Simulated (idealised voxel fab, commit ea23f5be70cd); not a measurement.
process module | voxel transistor to metal
cross-section cut | 215 nm wide | cells 5 nm
A cross-section is a grid of square cells, given in bands from the top down. A band is one or more rows of cells.
Each band's line starts with the height of the band's top and of its bottom, in nm. Then come its materials from left to right, each with its width in nm. One material with "throughout" fills the band from edge to edge. "air" is empty space.
Height 0 is the level under which the wafer as received is all one material. The lowest band goes on downwards, as in "0 down".
A width such as "30 to 40" changes by the same amount from each row of cells to the next, from the band's top row to its bottom row.
"no change" after a step means that no cell of the cross-section changed.
closed voids: empty space of 8 cells or more with no open way to the top, each as width x height at its distance from the left edge, in nm
after a step's settings: what the simulator itself notes on the step
overlay nm, on a step with a mask: how far to the right of its planned place the mask lay; to the left if negative
plan
1 op RECEIVE | material Si
2 op OXIDIZE | depth nm 5
3 op CONFORMAL_DEP | material SiN | thk nm 15
4 op DIRECTIONAL_DEP | material aC | thk nm 10
5 op PATTERN | tone cover | mask id ACTIVE | material resist | width nm 115 | thk nm 25 | overlay nm 0
6 op DIRECTIONAL_ETCH | etch materials aC | depth nm 10
7 op STRIP | etch materials resist
8 op DIRECTIONAL_ETCH | etch materials SiN | depth nm 15
9 op DIRECTIONAL_ETCH | etch materials SiO2 | depth nm 5
10 op DIRECTIONAL_ETCH | etch materials Si | depth nm 25
11 op STRIP | etch materials aC
12 op OXIDIZE | depth nm 5
13 op FILL_DEP | material SiO2 | thk nm 15
14 op CMP | height nm 15
15 op SELECTIVE_ETCH | etch materials SiO2 | depth nm 15
16 op STRIP | etch materials SiN
17 op SELECTIVE_ETCH | etch materials SiO2 | depth nm 5
18 op OXIDIZE | depth nm 5
19 op DIRECTIONAL_DEP | material polySi | thk nm 20
20 op DIRECTIONAL_DEP | material SiCN | thk nm 10
21 op PATTERN | tone cover | mask id GATE | material resist | width nm 25 | thk nm 20 | overlay nm 0
22 op DIRECTIONAL_ETCH | etch materials SiCN | depth nm 20
23 op DIRECTIONAL_ETCH | etch materials polySi | depth nm 30
24 op STRIP | etch materials resist
25 op CONFORMAL_DEP | material SiN | thk nm 5
26 op DIRECTIONAL_ETCH | etch materials SiN | depth nm 5
27 op DIRECTIONAL_ETCH | etch materials SiO2 | depth nm 5
28 op DIRECTIONAL_ETCH | etch materials Si | depth nm 15
29 op EPI | material SiGe | thk nm 15
30 op FILL_DEP | material SiO2 | thk nm 10
31 op CMP | height nm 15
32 op STRIP | etch materials polySi
33 op SELECTIVE_ETCH | etch materials SiO2 | depth nm 5
34 op CONFORMAL_DEP | material HfO2 | thk nm 5
35 op CONFORMAL_DEP | material TiN | thk nm 5
36 op FILL_DEP | material W | thk nm 10
37 op CMP | height nm 10
38 op DIRECTIONAL_DEP | material SiO2 | thk nm 15
39 op PATTERN | tone open | mask id CONTACT | material resist | width nm 20 | pitch nm 85 | thk nm 20 | overlay nm 0
40 op DIRECTIONAL_ETCH | etch materials SiO2 | depth nm 35
41 op STRIP | etch materials resist
42 op CONFORMAL_DEP | material TiN | thk nm 5
43 op FILL_DEP | material W | thk nm 10
44 op CMP | height nm 25
45 op DIRECTIONAL_DEP | material TiN | thk nm 5
46 op DIRECTIONAL_DEP | material Ru | thk nm 15
47 op PATTERN | tone cover | mask id METAL_1 | material resist | width nm 20 | pitch nm 85 | thk nm 20 | overlay nm 0
48 op DIRECTIONAL_ETCH | etch materials Ru | depth nm 15
49 op DIRECTIONAL_ETCH | etch materials TiN | depth nm 5
50 op STRIP | etch materials resist
51 op CONFORMAL_DEP | material SiCN | thk nm 5
52 op FILL_DEP | material lowk | thk nm 10
53 op CMP | height nm 45
54 op CONFORMAL_DEP | material SiCN | thk nm 5
first wafer, as planned
as received, after step 1
  0 down: Si throughout
  closed voids: none
after step 2
  0 to -5: SiO2 throughout
  below -5: unchanged
after step 3
  15 to 0: SiN throughout
  below 0: unchanged
after step 4
  25 to 15: aC throughout
  below 15: unchanged
after step 5
  50 to 25: air 50 | resist 115 | air 50
  below 25: unchanged
after step 6
  40 to 25: air 50 | resist 115 | air 50
  25 to 15: air 50 | aC 115 | air 50
  below 15: unchanged
after step 7
  25 to 15: air 50 | aC 115 | air 50
  below 15: unchanged
after step 8
  25 to 15: air 50 | aC 115 | air 50
  15 to 0: air 50 | SiN 115 | air 50
  below 0: unchanged
after step 9
  25 to 15: air 50 | aC 115 | air 50
  15 to 0: air 50 | SiN 115 | air 50
  0 to -5: air 50 | SiO2 115 | air 50
  below -5: unchanged
after step 10
  25 to 15: air 50 | aC 115 | air 50
  15 to 0: air 50 | SiN 115 | air 50
  0 to -5: air 50 | SiO2 115 | air 50
  -5 to -30: air 50 | Si 115 | air 50
  below -30: unchanged
after step 11
  15 to 0: air 50 | SiN 115 | air 50
  below 0: unchanged
after step 12
  15 to 0: air 50 | SiN 115 | air 50
  0 to -5: air 50 | SiO2 115 | air 50
  -5 to -30: air 50 | SiO2 5 | Si 105 | SiO2 5 | air 50
  -30 to -35: SiO2 55 | Si 105 | SiO2 55
  below -35: unchanged
after step 13
  30 to 15: SiO2 throughout
  15 to 0: SiO2 50 | SiN 115 | SiO2 50
  0 to -5: SiO2 throughout
  -5 to -35: SiO2 55 | Si 105 | SiO2 55
  below -35: unchanged
after step 14
  15 to 0: SiO2 50 | SiN 115 | SiO2 50
  below 0: unchanged
after step 15
  15 to 0: air 50 | SiN 115 | air 50
  below 0: unchanged
after step 16
  0 to -5: SiO2 throughout
  below -5: unchanged
after step 17
  -5 to -35: SiO2 55 | Si 105 | SiO2 55
  below -35: unchanged
after step 18
  -5 to -10: SiO2 throughout
  below -10: unchanged
after step 19
  15 to -5: polySi throughout
  below -5: unchanged
after step 20
  25 to 15: SiCN throughout
  below 15: unchanged
after step 21
  45 to 25: air 95 | resist 25 | air 95
  below 25: unchanged
after step 22
  45 to 25: air 95 | resist 25 | air 95
  25 to 15: air 95 | SiCN 25 | air 95
  below 15: unchanged
after step 23
  45 to 25: air 95 | resist 25 | air 95
  25 to 15: air 95 | SiCN 25 | air 95
  15 to -5: air 95 | polySi 25 | air 95
  below -5: unchanged
after step 24
  25 to 15: air 95 | SiCN 25 | air 95
  below 15: unchanged
after step 25
  30 to 25: air 90 | SiN 35 | air 90
  25 to 15: air 90 | SiN 5 | SiCN 25 | SiN 5 | air 90
  15 to 0: air 90 | SiN 5 | polySi 25 | SiN 5 | air 90
  0 to -5: SiN 95 | polySi 25 | SiN 95
  below -5: unchanged
after step 26
  25 to 15: air 90 | SiN 5 | SiCN 25 | SiN 5 | air 90
  15 to -5: air 90 | SiN 5 | polySi 25 | SiN 5 | air 90
  below -5: unchanged
after step 27
  25 to 15: air 90 | SiN 5 | SiCN 25 | SiN 5 | air 90
  15 to -5: air 90 | SiN 5 | polySi 25 | SiN 5 | air 90
  -5 to -10: air 90 | SiO2 35 | air 90
  below -10: unchanged
after step 28
  25 to 15: air 90 | SiN 5 | SiCN 25 | SiN 5 | air 90
  15 to -5: air 90 | SiN 5 | polySi 25 | SiN 5 | air 90
  -5 to -10: air 90 | SiO2 35 | air 90
  -10 to -25: SiO2 55 | air 35 | Si 35 | air 35 | SiO2 55
  below -25: unchanged
after step 29
  25 to 15: air 90 | SiN 5 | SiCN 25 | SiN 5 | air 90
  15 to 5: air 90 | SiN 5 | polySi 25 | SiN 5 | air 90
  5 to -5: air 75 | SiGe 15 | SiN 5 | polySi 25 | SiN 5 | SiGe 15 | air 75
  -5 to -10: air 75 | SiGe 15 | SiO2 35 | SiGe 15 | air 75
  -10 to -25: SiO2 55 | SiGe 35 | Si 35 | SiGe 35 | SiO2 55
  below -25: unchanged
after step 30
  35 to 25: SiO2 throughout
  25 to 15: SiO2 90 | SiN 5 | SiCN 25 | SiN 5 | SiO2 90
  15 to 5: SiO2 90 | SiN 5 | polySi 25 | SiN 5 | SiO2 90
  5 to -5: SiO2 75 | SiGe 15 | SiN 5 | polySi 25 | SiN 5 | SiGe 15 | SiO2 75
  -5 to -10: SiO2 75 | SiGe 15 | SiO2 35 | SiGe 15 | SiO2 75
  below -10: unchanged
after step 31
  15 to 5: SiO2 90 | SiN 5 | polySi 25 | SiN 5 | SiO2 90
  below 5: unchanged
after step 32
  15 to 5: SiO2 90 | SiN 5 | air 25 | SiN 5 | SiO2 90
  5 to -5: SiO2 75 | SiGe 15 | SiN 5 | air 25 | SiN 5 | SiGe 15 | SiO2 75
  below -5: unchanged
after step 33
  15 to 10: air 90 | SiN 5 | air 25 | SiN 5 | air 90
  10 to 5: SiO2 90 | SiN 5 | air 25 | SiN 5 | SiO2 90
  5 to -5: SiO2 75 | SiGe 15 | SiN 5 | air 25 | SiN 5 | SiGe 15 | SiO2 75
  -5 to -10: SiO2 75 | SiGe 15 | air 35 | SiGe 15 | SiO2 75
  below -10: unchanged
after step 34
  20 to 15: air 85 | HfO2 15 | air 15 | HfO2 15 | air 85
  15 to 10: HfO2 90 | SiN 5 | HfO2 5 | air 15 | HfO2 5 | SiN 5 | HfO2 90
  10 to 5: SiO2 90 | SiN 5 | HfO2 5 | air 15 | HfO2 5 | SiN 5 | SiO2 90
  5 to -5: SiO2 75 | SiGe 15 | SiN 5 | HfO2 5 | air 15 | HfO2 5 | SiN 5 | SiGe 15 | SiO2 75
  -5 to -10: SiO2 75 | SiGe 15 | HfO2 35 | SiGe 15 | SiO2 75
  below -10: unchanged
after step 35
  25 to 20: air 80 | TiN 25 | air 5 | TiN 25 | air 80
  20 to 15: TiN 85 | HfO2 15 | TiN 5 | air 5 | TiN 5 | HfO2 15 | TiN 85
  15 to 10: HfO2 90 | SiN 5 | HfO2 5 | TiN 5 | air 5 | TiN 5 | HfO2 5 | SiN 5 | HfO2 90
  10 to 5: SiO2 90 | SiN 5 | HfO2 5 | TiN 5 | air 5 | TiN 5 | HfO2 5 | SiN 5 | SiO2 90
  5 to 0: SiO2 75 | SiGe 15 | SiN 5 | HfO2 5 | TiN 5 | air 5 | TiN 5 | HfO2 5 | SiN 5 | SiGe 15 | SiO2 75
  0 to -5: SiO2 75 | SiGe 15 | SiN 5 | HfO2 5 | TiN 15 | HfO2 5 | SiN 5 | SiGe 15 | SiO2 75
  below -5: unchanged
after step 36
  35 to 25: W throughout
  25 to 20: W 80 | TiN 25 | W 5 | TiN 25 | W 80
  20 to 15: TiN 85 | HfO2 15 | TiN 5 | W 5 | TiN 5 | HfO2 15 | TiN 85
  15 to 10: HfO2 90 | SiN 5 | HfO2 5 | TiN 5 | W 5 | TiN 5 | HfO2 5 | SiN 5 | HfO2 90
  10 to 5: SiO2 90 | SiN 5 | HfO2 5 | TiN 5 | W 5 | TiN 5 | HfO2 5 | SiN 5 | SiO2 90
  5 to 0: SiO2 75 | SiGe 15 | SiN 5 | HfO2 5 | TiN 5 | W 5 | TiN 5 | HfO2 5 | SiN 5 | SiGe 15 | SiO2 75
  below 0: unchanged
after step 37
  10 to 5: SiO2 90 | SiN 5 | HfO2 5 | TiN 5 | W 5 | TiN 5 | HfO2 5 | SiN 5 | SiO2 90
  below 5: unchanged
after step 38
  25 to 10: SiO2 throughout
  below 10: unchanged
after step 39
  45 to 25: resist 55 | air 20 | resist 65 | air 20 | resist 55
  below 25: unchanged
after step 40
  45 to 25: resist 55 | air 20 | resist 65 | air 20 | resist 55
  25 to 10: SiO2 55 | air 20 | SiO2 65 | air 20 | SiO2 55
  10 to 5: SiO2 55 | air 20 | SiO2 15 | SiN 5 | HfO2 5 | TiN 5 | W 5 | TiN 5 | HfO2 5 | SiN 5 | SiO2 15 | air 20 | SiO2 55
  5 to 0: SiO2 55 | air 20 | SiGe 15 | SiN 5 | HfO2 5 | TiN 5 | W 5 | TiN 5 | HfO2 5 | SiN 5 | SiGe 15 | air 20 | SiO2 55
  0 to -5: SiO2 55 | air 20 | SiGe 15 | SiN 5 | HfO2 5 | TiN 15 | HfO2 5 | SiN 5 | SiGe 15 | air 20 | SiO2 55
  -5 to -10: SiO2 55 | air 20 | SiGe 15 | HfO2 35 | SiGe 15 | air 20 | SiO2 55
  below -10: unchanged
after step 41
  25 to 10: SiO2 55 | air 20 | SiO2 65 | air 20 | SiO2 55
  below 10: unchanged
after step 42
  30 to 25: TiN 60 | air 10 | TiN 75 | air 10 | TiN 60
  25 to 10: SiO2 55 | TiN 5 | air 10 | TiN 5 | SiO2 65 | TiN 5 | air 10 | TiN 5 | SiO2 55
  10 to 5: SiO2 55 | TiN 5 | air 10 | TiN 5 | SiO2 15 | SiN 5 | HfO2 5 | TiN 5 | W 5 | TiN 5 | HfO2 5 | SiN 5 | SiO2 15 | TiN 5 | air 10 | TiN 5 | SiO2 55
  5 to 0: SiO2 55 | TiN 5 | air 10 | TiN 5 | SiGe 15 | SiN 5 | HfO2 5 | TiN 5 | W 5 | TiN 5 | HfO2 5 | SiN 5 | SiGe 15 | TiN 5 | air 10 | TiN 5 | SiO2 55
  0 to -5: SiO2 55 | TiN 5 | air 10 | TiN 5 | SiGe 15 | SiN 5 | HfO2 5 | TiN 15 | HfO2 5 | SiN 5 | SiGe 15 | TiN 5 | air 10 | TiN 5 | SiO2 55
  -5 to -10: SiO2 55 | TiN 20 | SiGe 15 | HfO2 35 | SiGe 15 | TiN 20 | SiO2 55
  below -10: unchanged
after step 43
  40 to 30: W throughout
  30 to 25: TiN 60 | W 10 | TiN 75 | W 10 | TiN 60
  25 to 10: SiO2 55 | TiN 5 | W 10 | TiN 5 | SiO2 65 | TiN 5 | W 10 | TiN 5 | SiO2 55
  10 to 5: SiO2 55 | TiN 5 | W 10 | TiN 5 | SiO2 15 | SiN 5 | HfO2 5 | TiN 5 | W 5 | TiN 5 | HfO2 5 | SiN 5 | SiO2 15 | TiN 5 | W 10 | TiN 5 | SiO2 55
  5 to 0: SiO2 55 | TiN 5 | W 10 | TiN 5 | SiGe 15 | SiN 5 | HfO2 5 | TiN 5 | W 5 | TiN 5 | HfO2 5 | SiN 5 | SiGe 15 | TiN 5 | W 10 | TiN 5 | SiO2 55
  0 to -5: SiO2 55 | TiN 5 | W 10 | TiN 5 | SiGe 15 | SiN 5 | HfO2 5 | TiN 15 | HfO2 5 | SiN 5 | SiGe 15 | TiN 5 | W 10 | TiN 5 | SiO2 55
  below -5: unchanged
after step 44
  25 to 10: SiO2 55 | TiN 5 | W 10 | TiN 5 | SiO2 65 | TiN 5 | W 10 | TiN 5 | SiO2 55
  below 10: unchanged
after step 45
  30 to 25: TiN throughout
  below 25: unchanged
after step 46
  45 to 30: Ru throughout
  below 30: unchanged
after step 47
  65 to 45: air 55 | resist 20 | air 65 | resist 20 | air 55
  below 45: unchanged
after step 48
  65 to 45: air 55 | resist 20 | air 65 | resist 20 | air 55
  45 to 30: air 55 | Ru 20 | air 65 | Ru 20 | air 55
  below 30: unchanged
after step 49
  65 to 45: air 55 | resist 20 | air 65 | resist 20 | air 55
  45 to 30: air 55 | Ru 20 | air 65 | Ru 20 | air 55
  30 to 25: air 55 | TiN 20 | air 65 | TiN 20 | air 55
  below 25: unchanged
after step 50
  45 to 30: air 55 | Ru 20 | air 65 | Ru 20 | air 55
  below 30: unchanged
after step 51
  50 to 45: air 50 | SiCN 30 | air 55 | SiCN 30 | air 50
  45 to 30: air 50 | SiCN 5 | Ru 20 | SiCN 5 | air 55 | SiCN 5 | Ru 20 | SiCN 5 | air 50
  30 to 25: SiCN 55 | TiN 20 | SiCN 65 | TiN 20 | SiCN 55
  below 25: unchanged
after step 52
  60 to 50: lowk throughout
  50 to 45: lowk 50 | SiCN 30 | lowk 55 | SiCN 30 | lowk 50
  45 to 30: lowk 50 | SiCN 5 | Ru 20 | SiCN 5 | lowk 55 | SiCN 5 | Ru 20 | SiCN 5 | lowk 50
  below 30: unchanged
after step 53
  45 to 30: lowk 50 | SiCN 5 | Ru 20 | SiCN 5 | lowk 55 | SiCN 5 | Ru 20 | SiCN 5 | lowk 50
  below 30: unchanged
after step 54
  50 to 45: SiCN throughout
  below 45: unchanged
second wafer: like start, like plan, one mistake. Through step 52 it matches the first wafer
when step 53 should have ended: no change
when step 54 should have ended
  65 to 60: SiCN throughout
  below 60: unchanged
what went wrong: step 53 was left out
at the end the second wafer has, in cells: 12 more of SiCN | 117 more of lowk
